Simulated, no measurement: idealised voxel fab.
Proc. module: voxel released beams
Square cell edge 5 nm, section width 255 nm, ID cut.
Cross-section, as written here: a square-cell grid given band by band from the top down, where a band holds one or more rows of cells. For a band, the entry starts with two heights in nm, that of the top and then that of the bottom, and carries on with the band's materials in order from left to right, each alongside its width in nm; the word "full width" beside a single material means it fills the band edge to edge, and "blank" means empty space. Heights from 0 (as-received wafer is one material below). Bottom band endless downward, as "0 and below". The width entry "30..40" should be interpreted row by row: the top row of cells in the band takes the first number, the bottom row takes the second number, and the change between adjacent rows is uniform throughout. Basically "all unchanged" means that step didn't change any cell in the cross-section. What "Catalogued sealed voids" gives you is every empty space of 8 cells or more that is cut off from the top. Each appears as width x height at distance, with the distance taken from the left edge and width, height and distance all in nm. Post-settings text on a step line: simulator's own remark regarding the step. If you see "overlay nm" on a step's line and that step has a mask, it's telling you how far right of where it was planned the mask ended up; a negative number means it went left instead.
## Here's what the planned process steps look like
step 1: RECEIVE [material Si]
step 2: CONFORMAL_DEP [material Al2O3] [thk nm 5]
step 3: DIRECTIONAL_DEP [material SiO2] [thk nm 20]
step 4: PATTERN [tone open] [mask id ANCHOR] [material resist] [width nm 35] [thk nm 20] [overlay nm 0]
step 5: DIRECTIONAL_ETCH [etch materials SiO2] [depth nm 20]
step 6: STRIP [etch materials resist]
step 7: CONFORMAL_DEP [material SiN] [thk nm 15]
step 8: MASKED_ETCH [tone cover] [mask id BEAM] [width nm 120] [etch materials SiN] [depth nm 15] [overlay nm 0]
step 9: STRIP [etch materials SiO2]
## Cross-section of the wafer upon arrival, representing the state reached after step 1
0 and below: Si full width
Catalogued sealed voids: none
## The plan above was carried out on the starting structure above with one mistake, and this cross-section shows the wafer at the end of the module
35 down to 20: blank 65 nm | SiN 20 nm | blank 5 nm | SiN 95 nm | blank 70 nm
20 down to 15: blank 70 nm | SiN 15 nm | blank 5 nm | SiN 15 nm | blank 150 nm
15 down to 0: blank 70 nm | SiN 35 nm | blank 150 nm
0 and below: Si full width
Catalogued sealed voids: none
Deviation noted in wafer processing: the plan's step 2 went unexecuted, having been skipped
